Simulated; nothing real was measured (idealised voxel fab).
The following process module bears the name voxel self aligned contacts.
The figure presents cross-section cut, which has a width of 260 nm and is divided into square cells with an edge length of 5 nm.
Think of the cross-section as a grid of square cells. We describe it in bands, top to bottom, and each band covers one or more rows of those cells.
For a band, the entry starts with two heights in nm, that of the top and then that of the bottom, and carries on with the band's materials in order from left to right, each alongside its width in nm; the word "all across" beside a single material means it fills the band edge to edge, and "empty" means empty space.
Height reference: 0 = level under which incoming wafer is all one material. Lowest band: no bottom, runs on downward, e.g. "0 nm and below".
Width "30->40": first value at the band's top row of cells, second value at its bottom row, equal change from row to row.
The cross-section has no changed cell in any step marked "no alteration".
In "Enclosed voids" the enclosed voids are listed, meaning empty spaces of 8 cells or larger without any opening to the top. The form is width x height at distance, distance from the left edge, units nm.
If you see something after the settings on a step's line, that's the simulator's own remark about that step.
On any step carrying a mask, the "overlay nm" setting, if present on the step's line, tells how far right of its planned place the mask lay; negative values point to the left.

The following list gives the planned process steps:
1,RECEIVE [material Si]
2,OXIDIZE [depth nm 5]
3,DIRECTIONAL_DEP [material polySi] [thk nm 30]
4,DIRECTIONAL_DEP [material SiN] [thk nm 15]
5,MASKED_ETCH [tone cover] [mask id GATE] [width nm 25] [pitch nm 60] [etch materials SiN] [depth nm 15] [overlay nm 0]
6,MASKED_ETCH [tone cover] [mask id GATE] [width nm 25] [pitch nm 60] [etch materials polySi] [depth nm 30] [overlay nm 0]
7,CONFORMAL_DEP [material SiN] [thk nm 5]
8,DIRECTIONAL_ETCH [etch materials SiN] [depth nm 5]
9,FILL_DEP [material SiO2] [thk nm 20]
10,CMP [height nm 55]
11,MASKED_ETCH [tone open] [mask id CONTACT] [width nm 45] [etch materials SiO2] [depth nm 60] [overlay nm 0]
12,CONFORMAL_DEP [material TiN] [thk nm 5]
13,FILL_DEP [material W] [thk nm 10]
14,CMP [height nm 55]
15,CONFORMAL_DEP [material SiN] [thk nm 5]

The following pertains to the first of two wafers, which was processed as planned:

Incoming wafer in cross-section (state: after step 1):
> 0 nm and below: Si all across
> Enclosed voids: none

The wafer, seen in cross-section, after step 2:
> 0 nm to -5 nm: SiO2 all across
> Nothing below the height -5 has changed.

The wafer, seen in cross-section, after step 3:
> 30 nm to 0 nm: polySi all across
> Nothing below the height 0 has changed.

The wafer, seen in cross-section, after step 4:
> 45 nm to 30 nm: SiN all across
> Nothing below the height 30 has changed.

The wafer, seen in cross-section, after step 5:
> 45 nm to 30 nm: 85 nm empty; 25 nm SiN; 35 nm empty; 25 nm SiN; 90 nm empty
> Nothing below the height 30 has changed.

The wafer, seen in cross-section, after step 6:
> 45 nm to 30 nm: 85 nm empty; 25 nm SiN; 35 nm empty; 25 nm SiN; 90 nm empty
> 30 nm to 0 nm: 85 nm empty; 25 nm polySi; 35 nm empty; 25 nm polySi; 90 nm empty
> Nothing below the height 0 has changed.

The wafer, seen in cross-section, after step 7:
> 50 nm to 30 nm: 80 nm empty; 35 nm SiN; 25 nm empty; 35 nm SiN; 85 nm empty
> 30 nm to 5 nm: 80 nm empty; 5 nm SiN; 25 nm polySi; 5 nm SiN; 25 nm empty; 5 nm SiN; 25 nm polySi; 5 nm SiN; 85 nm empty
> 5 nm to 0 nm: 85 nm SiN; 25 nm polySi; 35 nm SiN; 25 nm polySi; 90 nm SiN
> Nothing below the height 0 has changed.

The wafer, seen in cross-section, after step 8:
> 45 nm to 30 nm: 80 nm empty; 35 nm SiN; 25 nm empty; 35 nm SiN; 85 nm empty
> 30 nm to 0 nm: 80 nm empty; 5 nm SiN; 25 nm polySi; 5 nm SiN; 25 nm empty; 5 nm SiN; 25 nm polySi; 5 nm SiN; 85 nm empty
> Nothing below the height 0 has changed.

The wafer, seen in cross-section, after step 9:
> 65 nm to 45 nm: SiO2 all across
> 45 nm to 30 nm: 80 nm SiO2; 35 nm SiN; 25 nm SiO2; 35 nm SiN; 85 nm SiO2
> 30 nm to 0 nm: 80 nm SiO2; 5 nm SiN; 25 nm polySi; 5 nm SiN; 25 nm SiO2; 5 nm SiN; 25 nm polySi; 5 nm SiN; 85 nm SiO2
> Nothing below the height 0 has changed.

The wafer, seen in cross-section, after step 10:
> 55 nm to 45 nm: SiO2 all across
> Nothing below the height 45 has changed.

The wafer, seen in cross-section, after step 11:
> 55 nm to 45 nm: 105 nm SiO2; 45 nm empty; 110 nm SiO2
> 45 nm to 30 nm: 80 nm SiO2; 35 nm SiN; 25 nm empty; 35 nm SiN; 85 nm SiO2
> 30 nm to 0 nm: 80 nm SiO2; 5 nm SiN; 25 nm polySi; 5 nm SiN; 25 nm empty; 5 nm SiN; 25 nm polySi; 5 nm SiN; 85 nm SiO2
> 0 nm to -5 nm: 115 nm SiO2; 25 nm empty; 120 nm SiO2
> Nothing below the height -5 has changed.

The wafer, seen in cross-section, after step 12:
> 60 nm to 55 nm: 110 nm TiN; 35 nm empty; 115 nm TiN
> 55 nm to 45 nm: 105 nm SiO2; 5->15 nm TiN; 35->15 nm empty; 5->15 nm TiN; 110 nm SiO2
> 45 nm to 30 nm: 80 nm SiO2; 35 nm SiN; 5 nm TiN; 15 nm empty; 5 nm TiN; 35 nm SiN; 85 nm SiO2
> 30 nm to 0 nm: 80 nm SiO2; 5 nm SiN; 25 nm polySi; 5 nm SiN; 5 nm TiN; 15 nm empty; 5 nm TiN; 5 nm SiN; 25 nm polySi; 5 nm SiN; 85 nm SiO2
> 0 nm to -5 nm: 115 nm SiO2; 25 nm TiN; 120 nm SiO2
> Nothing below the height -5 has changed.

The wafer, seen in cross-section, after step 13:
> 70 nm to 60 nm: W all across
> 60 nm to 55 nm: 110 nm TiN; 35 nm W; 115 nm TiN
> 55 nm to 45 nm: 105 nm SiO2; 5->15 nm TiN; 35->15 nm W; 5->15 nm TiN; 110 nm SiO2
> 45 nm to 30 nm: 80 nm SiO2; 35 nm SiN; 5 nm TiN; 15 nm W; 5 nm TiN; 35 nm SiN; 85 nm SiO2
> 30 nm to 0 nm: 80 nm SiO2; 5 nm SiN; 25 nm polySi; 5 nm SiN; 5 nm TiN; 15 nm W; 5 nm TiN; 5 nm SiN; 25 nm polySi; 5 nm SiN; 85 nm SiO2
> Nothing below the height 0 has changed.

The wafer, seen in cross-section, after step 14:
> 55 nm to 45 nm: 105 nm SiO2; 5->15 nm TiN; 35->15 nm W; 5->15 nm TiN; 110 nm SiO2
> Nothing below the height 45 has changed.

The wafer, seen in cross-section, after step 15:
> 60 nm to 55 nm: SiN all across
> Nothing below the height 55 has changed.

For the second wafer, take the first wafer's start and plan, then add one mistake made in running it; everything through step 10, that step included, is shared with the first:

Planned end of step 11: second wafer, cross-section:
> 55 nm to 45 nm: 105 nm empty; 45 nm SiO2; 110 nm empty
> 45 nm to 30 nm: 80 nm empty; 35 nm SiN; 25 nm SiO2; 35 nm SiN; 85 nm empty
> 30 nm to 0 nm: 80 nm empty; 5 nm SiN; 25 nm polySi; 5 nm SiN; 25 nm SiO2; 5 nm SiN; 25 nm polySi; 5 nm SiN; 85 nm empty
> 0 nm to -5 nm: 80 nm empty; 95 nm SiO2; 85 nm empty
> Nothing below the height -5 has changed.

Planned end of step 12: second wafer, cross-section:
> 60 nm to 55 nm: 100 nm empty; 55 nm TiN; 105 nm empty
> 55 nm to 45 nm: 100->75 nm empty; 5->30 nm TiN; 45 nm SiO2; 5->30 nm TiN; 105->80 nm empty
> 45 nm to 30 nm: 75 nm empty; 5 nm TiN; 35 nm SiN; 25 nm SiO2; 35 nm SiN; 5 nm TiN; 80 nm empty
> 30 nm to 0 nm: 75 nm empty; 5 nm TiN; 5 nm SiN; 25 nm polySi; 5 nm SiN; 25 nm SiO2; 5 nm SiN; 25 nm polySi; 5 nm SiN; 5 nm TiN; 80 nm empty
> 0 nm to -5 nm: 80 nm TiN; 95 nm SiO2; 85 nm TiN
> Nothing below the height -5 has changed.

Planned end of step 13: second wafer, cross-section:
> 70 nm to 60 nm: W all across
> 60 nm to 55 nm: 100 nm W; 55 nm TiN; 105 nm W
> 55 nm to 45 nm: 100->75 nm W; 5->30 nm TiN; 45 nm SiO2; 5->30 nm TiN; 105->80 nm W
> 45 nm to 30 nm: 75 nm W; 5 nm TiN; 35 nm SiN; 25 nm SiO2; 35 nm SiN; 5 nm TiN; 80 nm W
> 30 nm to 0 nm: 75 nm W; 5 nm TiN; 5 nm SiN; 25 nm polySi; 5 nm SiN; 25 nm SiO2; 5 nm SiN; 25 nm polySi; 5 nm SiN; 5 nm TiN; 80 nm W
> Nothing below the height 0 has changed.

Planned end of step 14: second wafer, cross-section:
> 55 nm to 45 nm: 100->75 nm W; 5->30 nm TiN; 45 nm SiO2; 5->30 nm TiN; 105->80 nm W
> Nothing below the height 45 has changed.

Planned end of step 15: second wafer, cross-section:
> 60 nm to 55 nm: SiN all across
> Nothing below the height 55 has changed.
Against the plan, the run slipped here: so step 11 ended up running with a different setting than we planned, it ran as MASKED_ETCH [tone cover] [mask id CONTACT] [width nm 45] [etch materials SiO2] [depth nm 60] [overlay nm 0]
Heads up, by the end the second wafer has more or fewer cells of some materials compared to the first: 348 fewer of SiO2, 34 more of TiN, 314 more of W
